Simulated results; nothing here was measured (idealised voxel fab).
process module | voxel transistor to metal
cross-section cut | 285 nm wide | cells 5 nm
A cross-section is a grid of square cells, given in bands from the top down. A band is one or more rows of cells.
Each band's line starts with the height of the band's top and of its bottom, in nm. Then come its materials from left to right, each with its width in nm. One material with "throughout" fills the band from edge to edge. "air" is empty space.
Height 0 is the level under which the wafer as received is all one material. The lowest band goes on downwards, as in "0 down".
A width such as "30 to 40" changes by the same amount from each row of cells to the next, from the band's top row to its bottom row.
"no change" after a step means that no cell of the cross-section changed.
closed voids: empty space of 8 cells or more with no open way to the top, each as width x height at its distance from the left edge, in nm
after a step's settings: what the simulator itself notes on the step
overlay nm, on a step with a mask: how far to the right of its planned place the mask lay; to the left if negative
plan
1 op RECEIVE | material Si
2 op OXIDIZE | depth nm 5
3 op CONFORMAL_DEP | material SiN | thk nm 10
4 op DIRECTIONAL_DEP | material aC | thk nm 15
5 op PATTERN | tone cover | mask id ACTIVE | material resist | width nm 105 | pitch nm 130 | thk nm 30 | overlay nm 0
6 op DIRECTIONAL_ETCH | etch materials aC | depth nm 15
7 op STRIP | etch materials resist
8 op DIRECTIONAL_ETCH | etch materials SiN | depth nm 10
9 op DIRECTIONAL_ETCH | etch materials SiO2 | depth nm 5
10 op DIRECTIONAL_ETCH | etch materials Si | depth nm 20
11 op STRIP | etch materials aC
12 op FILL_DEP | material SiO2 | thk nm 5
13 op CMP | height nm 10
14 op SELECTIVE_ETCH | etch materials SiO2 | depth nm 10
15 op STRIP | etch materials SiN
16 op SELECTIVE_ETCH | etch materials SiO2 | depth nm 5
17 op OXIDIZE | depth nm 5
18 op DIRECTIONAL_DEP | material polySi | thk nm 20
19 op DIRECTIONAL_DEP | material SiCN | thk nm 10
20 op PATTERN | tone cover | mask id GATE | material resist | width nm 35 | pitch nm 130 | thk nm 15 | overlay nm 0
21 op DIRECTIONAL_ETCH | etch materials SiCN | depth nm 20
22 op DIRECTIONAL_ETCH | etch materials polySi | depth nm 30
23 op STRIP | etch materials resist
24 op CONFORMAL_DEP | material SiN | thk nm 10
25 op DIRECTIONAL_ETCH | etch materials SiN | depth nm 10
26 op DIRECTIONAL_ETCH | etch materials SiO2 | depth nm 5
27 op DIRECTIONAL_ETCH | etch materials Si | depth nm 10
28 op EPI | material pSi | thk nm 15
29 op FILL_DEP | material SiO2 | thk nm 5
30 op CMP | height nm 15
31 op STRIP | etch materials polySi
32 op SELECTIVE_ETCH | etch materials SiO2 | depth nm 5
33 op CONFORMAL_DEP | material HfO2 | thk nm 5
34 op CONFORMAL_DEP | material TiN | thk nm 5
35 op FILL_DEP | material W | thk nm 10
36 op CMP | height nm 10
37 op DIRECTIONAL_DEP | material SiO2 | thk nm 10
38 op MASKED_ETCH | tone open | mask id CONTACT | width nm 15 | etch materials SiO2 | depth nm 25 | overlay nm 0
39 op CONFORMAL_DEP | material TiN | thk nm 5
40 op FILL_DEP | material W | thk nm 10
41 op CMP | height nm 20
42 op DIRECTIONAL_DEP | material TiN | thk nm 5
43 op DIRECTIONAL_DEP | material W | thk nm 25
44 op PATTERN | tone cover | mask id METAL_1 | material resist | width nm 15 | thk nm 15 | overlay nm 0
45 op DIRECTIONAL_ETCH | etch materials W | depth nm 25
46 op DIRECTIONAL_ETCH | etch materials TiN | depth nm 5
47 op STRIP | etch materials resist
48 op CONFORMAL_DEP | material SiN | thk nm 5
49 op FILL_DEP | material lowk | thk nm 5
50 op CMP | height nm 50
51 op CONFORMAL_DEP | material SiCN | thk nm 5
52 op DIRECTIONAL_DEP | material lowk | thk nm 25
53 op DIRECTIONAL_DEP | material aC | thk nm 10
54 op PATTERN | tone open | mask id METAL_2 | material resist | width nm 15 | pitch nm 130 | thk nm 25 | overlay nm 0
55 op DIRECTIONAL_ETCH | etch materials aC | depth nm 10
56 op STRIP | etch materials resist
57 op DIRECTIONAL_ETCH | etch materials lowk | depth nm 15
58 op STRIP | etch materials aC
59 op DIRECTIONAL_DEP | material aC | thk nm 15
60 op PATTERN | tone open | mask id METAL_2_HOLES | material resist | width nm 15 | pitch nm 130 | thk nm 35 | overlay nm 0
61 op DIRECTIONAL_ETCH | etch materials aC | depth nm 15
62 op STRIP | etch materials resist
63 op DIRECTIONAL_ETCH | etch materials lowk | depth nm 10
64 op DIRECTIONAL_ETCH | etch materials SiCN | depth nm 5
65 op STRIP | etch materials aC
66 op CONFORMAL_DEP | material TiN | thk nm 5
67 op FILL_DEP | material Cu | thk nm 10
68 op CMP | height nm 80
69 op CONFORMAL_DEP | material SiCN | thk nm 5
as received, after step 1
  0 down: Si throughout
  closed voids: none
a wafer at the end: this start, this plan, one mistake
  85 to 80: SiCN throughout
  80 to 55: lowk 30 | TiN 5 | Cu 5 | TiN 5 | lowk 115 | TiN 5 | Cu 5 | TiN 5 | lowk 110
  55 to 50: SiCN 30 | TiN 15 | SiCN 115 | TiN 15 | SiCN 110
  50 to 25: lowk 25 | SiN 5 | W 15 | SiN 5 | lowk 55 | SiN 5 | W 15 | SiN 5 | lowk 25 | SiN 5 | W 15 | SiN 5 | lowk 55 | SiN 5 | W 15 | SiN 5 | lowk 25
  25 to 20: SiN 30 | TiN 15 | SiN 65 | TiN 15 | SiN 35 | TiN 15 | SiN 65 | TiN 15 | SiN 30
  20 to 10: SiO2 30 | TiN 5 | W 5 | TiN 5 | SiO2 65 | TiN 5 | W 5 | TiN 5 | SiO2 35 | TiN 5 | W 5 | TiN 5 | SiO2 65 | TiN 5 | W 5 | TiN 5 | SiO2 30
  10 to 0: SiO2 30 | TiN 5 | W 5 | TiN 5 | SiO2 5 | SiN 10 | HfO2 5 | TiN 5 | W 15 | TiN 5 | HfO2 5 | SiN 10 | SiO2 5 | TiN 5 | W 5 | TiN 5 | SiO2 35 | TiN 5 | W 5 | TiN 5 | SiO2 5 | SiN 10 | HfO2 5 | TiN 5 | W 15 | TiN 5 | HfO2 5 | SiN 10 | SiO2 5 | TiN 5 | W 5 | TiN 5 | SiO2 30
  0 to -5: SiO2 30 | TiN 15 | SiO2 5 | SiN 10 | HfO2 5 | TiN 25 | HfO2 5 | SiN 10 | SiO2 5 | TiN 15 | SiO2 35 | TiN 15 | SiO2 5 | SiN 10 | HfO2 5 | TiN 25 | HfO2 5 | SiN 10 | SiO2 5 | TiN 15 | SiO2 30
  -5 to -10: pSi 30 | SiO2 25 | HfO2 45 | SiO2 25 | pSi 35 | SiO2 25 | HfO2 45 | SiO2 25 | pSi 30
  -10 to -20: pSi 25 | SiO2 105 | pSi 25 | SiO2 105 | pSi 25
  -20 to -25: Si 25 | SiO2 105 | Si 25 | SiO2 105 | Si 25
  -25 down: Si throughout
  closed voids: none
what went wrong: step 5 ran as: op PATTERN | tone open | mask id ACTIVE | material resist | width nm 105 | pitch nm 130 | thk nm 30 | overlay nm 0
